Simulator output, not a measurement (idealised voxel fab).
process module | voxel wiring stack
cross-section cut | 240 nm wide | cells 5 nm
A cross-section is a grid of square cells, given in bands from the top down. A band is one or more rows of cells.
Each band's line starts with the height of the band's top and of its bottom, in nm. Then come its materials from left to right, each with its width in nm. One material with "throughout" fills the band from edge to edge. "air" is empty space.
Height 0 is the level under which the wafer as received is all one material. The lowest band goes on downwards, as in "0 down".
A width such as "30 to 40" changes by the same amount from each row of cells to the next, from the band's top row to its bottom row.
"no change" after a step means that no cell of the cross-section changed.
closed voids: empty space of 8 cells or more with no open way to the top, each as width x height at its distance from the left edge, in nm
after a step's settings: what the simulator itself notes on the step
overlay nm, on a step with a mask: how far to the right of its planned place the mask lay; to the left if negative
plan
1 op RECEIVE | material Si
2 op CONFORMAL_DEP | material SiO2 | thk nm 15
3 op CONFORMAL_DEP | material SiN | thk nm 5
4 op DIRECTIONAL_DEP | material SiO2 | thk nm 20
5 op MASKED_ETCH | tone open | mask id METAL_1 | width nm 30 | pitch nm 50 | etch materials SiO2 | depth nm 20 | overlay nm 0
6 op MASKED_ETCH | tone open | mask id METAL_1 | width nm 30 | pitch nm 50 | etch materials SiN | depth nm 5 | overlay nm 0
7 op CONFORMAL_DEP | material TiN | thk nm 5
8 op FILL_DEP | material Cu | thk nm 5
9 op CMP | height nm 40
10 op CONFORMAL_DEP | material SiCN | thk nm 5
11 op DIRECTIONAL_DEP | material SiO2 | thk nm 15
12 op PATTERN | tone open | mask id PLUG_1 | material resist | width nm 15 | pitch nm 50 | thk nm 15 | overlay nm 0
13 op DIRECTIONAL_ETCH | etch materials SiO2 | depth nm 15
14 op DIRECTIONAL_ETCH | etch materials SiCN | depth nm 5
15 op STRIP | etch materials resist
16 op CONFORMAL_DEP | material TiN | thk nm 5
17 op FILL_DEP | material Ru | thk nm 5
18 op CMP | height nm 60
19 op DIRECTIONAL_DEP | material TiN | thk nm 5
20 op DIRECTIONAL_DEP | material Ru | thk nm 20
21 op DIRECTIONAL_DEP | material aC | thk nm 10
22 op PATTERN | tone cover | mask id METAL_2 | material resist | width nm 30 | pitch nm 50 | thk nm 25 | overlay nm -15
23 op DIRECTIONAL_ETCH | etch materials aC | depth nm 10
24 op STRIP | etch materials resist
25 op DIRECTIONAL_ETCH | etch materials Ru | depth nm 20
26 op DIRECTIONAL_ETCH | etch materials TiN | depth nm 5
27 op STRIP | etch materials aC
28 op CONFORMAL_DEP | material SiCN | thk nm 5
29 op FILL_DEP | material lowk | thk nm 5
30 op CMP | height nm 85
31 op CONFORMAL_DEP | material SiCN | thk nm 5
32 op DIRECTIONAL_DEP | material SiO2 | thk nm 30
33 op PATTERN | tone open | mask id METAL_3_HOLES | material resist | width nm 15 | pitch nm 100 | thk nm 15 | overlay nm 0
34 op DIRECTIONAL_ETCH | etch materials SiO2 | depth nm 30
35 op STRIP | etch materials resist
36 op PATTERN | tone open | mask id METAL_3 | material resist | width nm 30 | pitch nm 50 | thk nm 20 | overlay nm 0
37 op DIRECTIONAL_ETCH | etch materials SiO2 | depth nm 20
38 op DIRECTIONAL_ETCH | etch materials SiCN | depth nm 5
39 op STRIP | etch materials resist
40 op CONFORMAL_DEP | material TiN | thk nm 5
41 op FILL_DEP | material Cu | thk nm 10
42 op CMP | height nm 120
43 op CONFORMAL_DEP | material SiCN | thk nm 5
varied across the wafers: overlay nm of step 22. The plan shows the first wafer's value. All wafers start alike
first wafer as received, after step 1
  0 down: Si throughout
  closed voids: none
first wafer at the end, after step 43
  125 to 120: SiCN throughout
  120 to 105: SiO2 30 | TiN 5 | Cu 20 | TiN 5 | SiO2 20 | TiN 5 | Cu 20 | TiN 5 | SiO2 20 | TiN 5 | Cu 20 | TiN 5 | SiO2 20 | TiN 5 | Cu 20 | TiN 5 | SiO2 30
  105 to 100: SiO2 30 | TiN 5 | Cu 5 | TiN 20 | SiO2 20 | TiN 30 | SiO2 20 | TiN 5 | Cu 5 | TiN 20 | SiO2 20 | TiN 30 | SiO2 30
  100 to 90: SiO2 30 | TiN 5 | Cu 5 | TiN 5 | SiO2 85 | TiN 5 | Cu 5 | TiN 5 | SiO2 95
  90 to 85: SiCN 30 | TiN 15 | SiCN 85 | TiN 15 | SiCN 95
  85 to 65: lowk 10 | SiCN 5 | Ru 30 | SiCN 5 | lowk 10 | SiCN 5 | Ru 30 | SiCN 5 | lowk 10 | SiCN 5 | Ru 30 | SiCN 5 | lowk 10 | SiCN 5 | Ru 30 | SiCN 5 | lowk 40
  65 to 60: SiCN 15 | TiN 30 | SiCN 20 | TiN 30 | SiCN 20 | TiN 30 | SiCN 20 | TiN 30 | SiCN 45
  60 to 45: SiO2 30 | TiN 5 | Ru 5 | TiN 5 | SiO2 35 | TiN 5 | Ru 5 | TiN 5 | SiO2 35 | TiN 5 | Ru 5 | TiN 5 | SiO2 35 | TiN 5 | Ru 5 | TiN 5 | SiO2 45
  45 to 40: SiCN 30 | TiN 15 | SiCN 35 | TiN 15 | SiCN 35 | TiN 15 | SiCN 35 | TiN 15 | SiCN 45
  40 to 20: SiO2 30 | TiN 5 | Cu 20 | TiN 5 | SiO2 20 | TiN 5 | Cu 20 | TiN 5 | SiO2 20 | TiN 5 | Cu 20 | TiN 5 | SiO2 20 | TiN 5 | Cu 20 | TiN 5 | SiO2 30
  20 to 15: SiN 30 | TiN 30 | SiN 20 | TiN 30 | SiN 20 | TiN 30 | SiN 20 | TiN 30 | SiN 30
  15 to 0: SiO2 throughout
  0 down: Si throughout
  closed voids: none
last wafer at the end
  125 to 120: SiCN throughout
  120 to 105: SiO2 30 | TiN 5 | Cu 20 | TiN 5 | SiO2 20 | TiN 5 | Cu 20 | TiN 5 | SiO2 20 | TiN 5 | Cu 20 | TiN 5 | SiO2 20 | TiN 5 | Cu 20 | TiN 5 | SiO2 30
  105 to 100: SiO2 30 | TiN 5 | Cu 5 | TiN 20 | SiO2 20 | TiN 30 | SiO2 20 | TiN 5 | Cu 5 | TiN 20 | SiO2 20 | TiN 30 | SiO2 30
  100 to 90: SiO2 30 | TiN 5 | Cu 5 | TiN 5 | SiO2 85 | TiN 5 | Cu 5 | TiN 5 | SiO2 95
  90 to 85: SiCN 30 | TiN 15 | SiCN 85 | TiN 15 | SiCN 95
  85 to 65: lowk 40 | SiCN 5 | Ru 30 | SiCN 5 | lowk 10 | SiCN 5 | Ru 30 | SiCN 5 | lowk 10 | SiCN 5 | Ru 30 | SiCN 5 | lowk 10 | SiCN 5 | Ru 30 | SiCN 5 | lowk 10
  65 to 60: SiCN 45 | TiN 30 | SiCN 20 | TiN 30 | SiCN 20 | TiN 30 | SiCN 20 | TiN 30 | SiCN 15
  60 to 45: SiO2 30 | TiN 5 | Ru 5 | TiN 5 | SiO2 35 | TiN 5 | Ru 5 | TiN 5 | SiO2 35 | TiN 5 | Ru 5 | TiN 5 | SiO2 35 | TiN 5 | Ru 5 | TiN 5 | SiO2 45
  45 to 40: SiCN 30 | TiN 15 | SiCN 35 | TiN 15 | SiCN 35 | TiN 15 | SiCN 35 | TiN 15 | SiCN 45
  40 to 20: SiO2 30 | TiN 5 | Cu 20 | TiN 5 | SiO2 20 | TiN 5 | Cu 20 | TiN 5 | SiO2 20 | TiN 5 | Cu 20 | TiN 5 | SiO2 20 | TiN 5 | Cu 20 | TiN 5 | SiO2 30
  20 to 15: SiN 30 | TiN 30 | SiN 20 | TiN 30 | SiN 20 | TiN 30 | SiN 20 | TiN 30 | SiN 30
  15 to 0: SiO2 throughout
  0 down: Si throughout
  closed voids: none
each wafer at the end: cells of each material gained (+) or lost (-) since it was received, then its closed voids
overlay nm -15 | +118 Cu | +108 Ru | +182 SiCN | +24 SiN | +528 SiO2 | +176 TiN | +64 lowk | closed voids: none
overlay nm -10 | +118 Cu | +108 Ru | +182 SiCN | +24 SiN | +528 SiO2 | +176 TiN | +64 lowk | closed voids: none
overlay nm -5 | +118 Cu | +108 Ru | +182 SiCN | +24 SiN | +528 SiO2 | +176 TiN | +64 lowk | closed voids: none
overlay nm 0 | +118 Cu | +108 Ru | +182 SiCN | +24 SiN | +528 SiO2 | +176 TiN | +64 lowk | closed voids: none
overlay nm 5 | +118 Cu | +108 Ru | +182 SiCN | +24 SiN | +528 SiO2 | +176 TiN | +64 lowk | closed voids: none
overlay nm 10 | +118 Cu | +108 Ru | +182 SiCN | +24 SiN | +528 SiO2 | +176 TiN | +64 lowk | closed voids: none
overlay nm 15 | +118 Cu | +108 Ru | +182 SiCN | +24 SiN | +528 SiO2 | +176 TiN | +64 lowk | closed voids: none
